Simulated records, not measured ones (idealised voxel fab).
process module | voxel capacitor over wiring
cross-section cut | 160 nm wide | cells 5 nm
A cross-section is a grid of square cells, given in bands from the top down. A band is one or more rows of cells.
Each band's line starts with the height of the band's top and of its bottom, in nm. Then come its materials from left to right, each with its width in nm. One material with "throughout" fills the band from edge to edge. "air" is empty space.
Height 0 is the level under which the wafer as received is all one material. The lowest band goes on downwards, as in "0 down".
A width such as "30 to 40" changes by the same amount from each row of cells to the next, from the band's top row to its bottom row.
"no change" after a step means that no cell of the cross-section changed.
closed voids: empty space of 8 cells or more with no open way to the top, each as width x height at its distance from the left edge, in nm
after a step's settings: what the simulator itself notes on the step
overlay nm, on a step with a mask: how far to the right of its planned place the mask lay; to the left if negative
plan
1 op RECEIVE | material Si
2 op CONFORMAL_DEP | material SiO2 | thk nm 15
3 op DIRECTIONAL_DEP | material TiN | thk nm 5
4 op DIRECTIONAL_DEP | material W | thk nm 20
5 op DIRECTIONAL_DEP | material aC | thk nm 15
6 op PATTERN | tone cover | mask id METAL_1 | material resist | width nm 30 | pitch nm 95 | thk nm 30 | overlay nm 0
7 op DIRECTIONAL_ETCH | etch materials aC | depth nm 15
8 op STRIP | etch materials resist
9 op DIRECTIONAL_ETCH | etch materials W | depth nm 20
10 op DIRECTIONAL_ETCH | etch materials TiN | depth nm 5
11 op STRIP | etch materials aC
12 op FILL_DEP | material lowk | thk nm 10
13 op CMP | height nm 40
14 op CONFORMAL_DEP | material SiCN | thk nm 5
15 op DIRECTIONAL_DEP | material SiO2 | thk nm 20
16 op PATTERN | tone open | mask id PLUG_1 | material resist | width nm 15 | thk nm 15 | overlay nm 0
17 op DIRECTIONAL_ETCH | etch materials SiO2 | depth nm 20
18 op DIRECTIONAL_ETCH | etch materials SiCN | depth nm 5
19 op STRIP | etch materials resist
20 op CONFORMAL_DEP | material TiN | thk nm 5
21 op FILL_DEP | material Cu | thk nm 10
22 op CMP | height nm 65
23 op DIRECTIONAL_DEP | material TiN | thk nm 10
24 op DIRECTIONAL_DEP | material SiN | thk nm 5
25 op DIRECTIONAL_DEP | material TiN | thk nm 5
26 op PATTERN | tone cover | mask id UPPER_PLATE | material resist | width nm 60 | thk nm 15 | overlay nm 0
27 op DIRECTIONAL_ETCH | etch materials TiN | depth nm 5
28 op DIRECTIONAL_ETCH | etch materials SiN | depth nm 5
29 op STRIP | etch materials resist
30 op PATTERN | tone cover | mask id LOWER_PLATE | material resist | width nm 80 | thk nm 15 | overlay nm 0
31 op DIRECTIONAL_ETCH | etch materials TiN | depth nm 10
32 op STRIP | etch materials resist
33 op FILL_DEP | material SiO2 | thk nm 20
34 op CMP | height nm 100
35 op MASKED_ETCH | tone open | mask id PLUG_2 | width nm 15 | etch materials SiO2 | depth nm 15 | overlay nm 0
36 op CONFORMAL_DEP | material TiN | thk nm 5
37 op FILL_DEP | material Ru | thk nm 10
38 op CMP | height nm 100
39 op CONFORMAL_DEP | material SiCN | thk nm 5
varied across the wafers: width nm of step 26. The plan shows the first wafer's value. All wafers start alike
first wafer as received, after step 1
  0 down: Si throughout
  closed voids: none
each wafer at the end: cells of each material gained (+) or lost (-) since it was received, then its closed voids
width nm 60 | +4 Cu | +2 Ru | +61 SiCN | +12 SiN | +371 SiO2 | +74 TiN | +48 W | +100 lowk | closed voids: none
width nm 65 | +4 Cu | +2 Ru | +61 SiCN | +13 SiN | +369 SiO2 | +75 TiN | +48 W | +100 lowk | closed voids: none
width nm 70 | +4 Cu | +2 Ru | +61 SiCN | +14 SiN | +367 SiO2 | +76 TiN | +48 W | +100 lowk | closed voids: none
width nm 75 | +4 Cu | +2 Ru | +61 SiCN | +15 SiN | +365 SiO2 | +77 TiN | +48 W | +100 lowk | closed voids: none
width nm 80 | +4 Cu | +2 Ru | +61 SiCN | +16 SiN | +363 SiO2 | +78 TiN | +48 W | +100 lowk | closed voids: none
width nm 85 | +4 Cu | +2 Ru | +61 SiCN | +17 SiN | +360 SiO2 | +80 TiN | +48 W | +100 lowk | closed voids: none
